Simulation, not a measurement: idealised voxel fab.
The process module presented herein is designated voxel self aligned contacts.
Cross-section cut spans 245 nm and uses square cells 5 nm in size.
Think of the cross-section as a grid of square cells. We describe it in bands, top to bottom, and each band covers one or more rows of those cells. Each band's line starts with the height of the band's top and of its bottom, in nm. Then come its materials from left to right, each with its width in nm. One material with "all across" fills the band from edge to edge. "blank" is empty space. The reference from which all heights are counted is 0, the level beneath which the as-received wafer is entirely one material; the lowest band, having no lower bound, proceeds downward and is written after the example "top 0, no bottom". With a width like "30 to 40", each row of cells in the band differs from the next by the same amount, the top row carrying the first number and the bottom row the second. When a step is marked "nothing got changed", none of the cells in the cross-section changed during that step. Look at "Fully closed voids" for the closed voids: empty spaces with no open path to the top, sized 8 cells or up. Each is width x height at distance, distance from the left edge, all nm. Post-settings text on a step line: simulator's own remark regarding the step. A step line may carry the setting "overlay nm", which, for steps involving a mask, states the distance by which the mask lay to the right of its intended position; negative values denote displacement to the left.
-- Process steps - plan
1 RECEIVE, material Si
2 OXIDIZE, depth nm 5
3 DIRECTIONAL_DEP, material polySi, thk nm 25
4 DIRECTIONAL_DEP, material SiN, thk nm 15
5 DIRECTIONAL_DEP, material aC, thk nm 15
6 PATTERN, tone cover, mask id GATE, material resist, width nm 35, pitch nm 70, thk nm 35, overlay nm 0
7 DIRECTIONAL_ETCH, etch materials aC, depth nm 15
8 STRIP, etch materials resist
9 DIRECTIONAL_ETCH, etch materials SiN, depth nm 15
10 DIRECTIONAL_ETCH, etch materials polySi, depth nm 25
11 STRIP, etch materials aC
12 CONFORMAL_DEP, material SiN, thk nm 5
13 DIRECTIONAL_ETCH, etch materials SiN, depth nm 5
14 FILL_DEP, material SiO2, thk nm 10
15 CMP, height nm 45
16 PATTERN, tone open, mask id CONTACT, material resist, width nm 55, thk nm 15, overlay nm 0
17 DIRECTIONAL_ETCH, etch materials SiO2, depth nm 50
18 STRIP, etch materials resist
19 CONFORMAL_DEP, material TiN, thk nm 5
20 FILL_DEP, material W, thk nm 10
21 CMP, height nm 45
22 CONFORMAL_DEP, material SiN, thk nm 5
-- Wafer cross-section on receipt, i.e. after step 1
> top 0, no bottom | Si all across
> Fully closed voids: none
-- End-of-module cross-section. Starting structure and process plan as above; one mistake made in running it
> top 50, bottom 45 | SiN all across
> top 45, bottom 40 | SiO2 (95)  TiN (20)  W (15)  TiN (20)  SiO2 (95)
> top 40, bottom 25 | SiO2 (65)  SiN (45)  TiN (5)  W (15)  TiN (5)  SiN (45)  SiO2 (65)
> top 25, bottom 5 | SiO2 (65)  SiN (5)  polySi (35)  SiN (5)  TiN (5)  W (15)  TiN (5)  SiN (5)  polySi (35)  SiN (5)  SiO2 (65)
> top 5, bottom 0 | SiO2 (65)  SiN (5)  polySi (35)  SiN (5)  TiN (25)  SiN (5)  polySi (35)  SiN (5)  SiO2 (65)
> top 0, no bottom | Si all across
> Fully closed voids: none
What was the processing mistake? plan step 2: skipped, not run
